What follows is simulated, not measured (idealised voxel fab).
The process module that follows is named voxel ribs on slabs.
cross-section cut | 280 nm wide | cells 5 nm
Cross-section, as written here: a square-cell grid given band by band from the top down, where a band holds one or more rows of cells.
The entry gives the band's vertical extent as a top height and a bottom height in nm, then its horizontal make-up as materials from left to right, each with a width in nm. "blank" stands for empty space; a single material marked "edge to edge" fills the band edge to edge.
The reference from which all heights are counted is 0, the level beneath which the as-received wafer is entirely one material; the lowest band, having no lower bound, proceeds downward and is written after the example "z 0 and below".
Graded width ("30->40"): value in top row of band = first number; value in bottom row = second number; row-to-row change constant.
A step reported as "no modifications" is a step in which no cell of the cross-section changed.
Closed empty spaces (no open way to the top) of 8 cells or more are what "Catalogued sealed voids" lists, each as width x height at distance from the left edge, nm for all three.
If you see something after the settings on a step's line, that's the simulator's own remark about that step.
overlay nm: step with mask; distance mask lay right of planned place; negative value = left of planned place.

PROCESS STEPS FORESEEN IN THE PLAN
1,RECEIVE with material Si
2,DIRECTIONAL_DEP with material SiO2, thk nm 30
3,DIRECTIONAL_DEP with material SiN, thk nm 20
4,PATTERN with tone cover, mask id RIB, material resist, width nm 15, thk nm 15, overlay nm 0
5,DIRECTIONAL_ETCH with etch materials SiN, depth nm 10
6,STRIP with etch materials resist
7,MASKED_ETCH with tone cover, mask id SLAB, width nm 45, etch materials SiN, depth nm 10, overlay nm 0
8,FILL_DEP with material SiO2, thk nm 20
9,CMP with height nm 60
10,DIRECTIONAL_DEP with material W, thk nm 5
11,MASKED_ETCH with tone cover, mask id HEATER, width nm 25, etch materials W, depth nm 5, overlay nm 0
12,CONFORMAL_DEP with material SiO2, thk nm 5

AS RECEIVED (POST STEP 1): CROSS-SECTION
z 0 and below: Si edge to edge
Catalogued sealed voids: none

THE PLAN ABOVE WAS CARRIED OUT ON THE STARTING STRUCTURE ABOVE WITH ONE MISTAKE, AND THIS CROSS-SECTION SHOWS THE WAFER AT THE END OF THE MODULE
z 70 to 65: 120 blank, 35 SiO2, 125 blank
z 65 to 60: 125 SiO2, 25 W, 130 SiO2
z 60 to 40: SiO2 edge to edge
z 40 to 30: 115 SiN, 15 SiO2, 15 SiN, 15 SiO2, 120 SiN
z 30 to 0: SiO2 edge to edge
z 0 and below: Si edge to edge
Catalogued sealed voids: none
Diagnosis: off-plan run, step 7, actual operation and settings MASKED_ETCH with tone open, mask id SLAB, width nm 45, etch materials SiN, depth nm 10, overlay nm 0
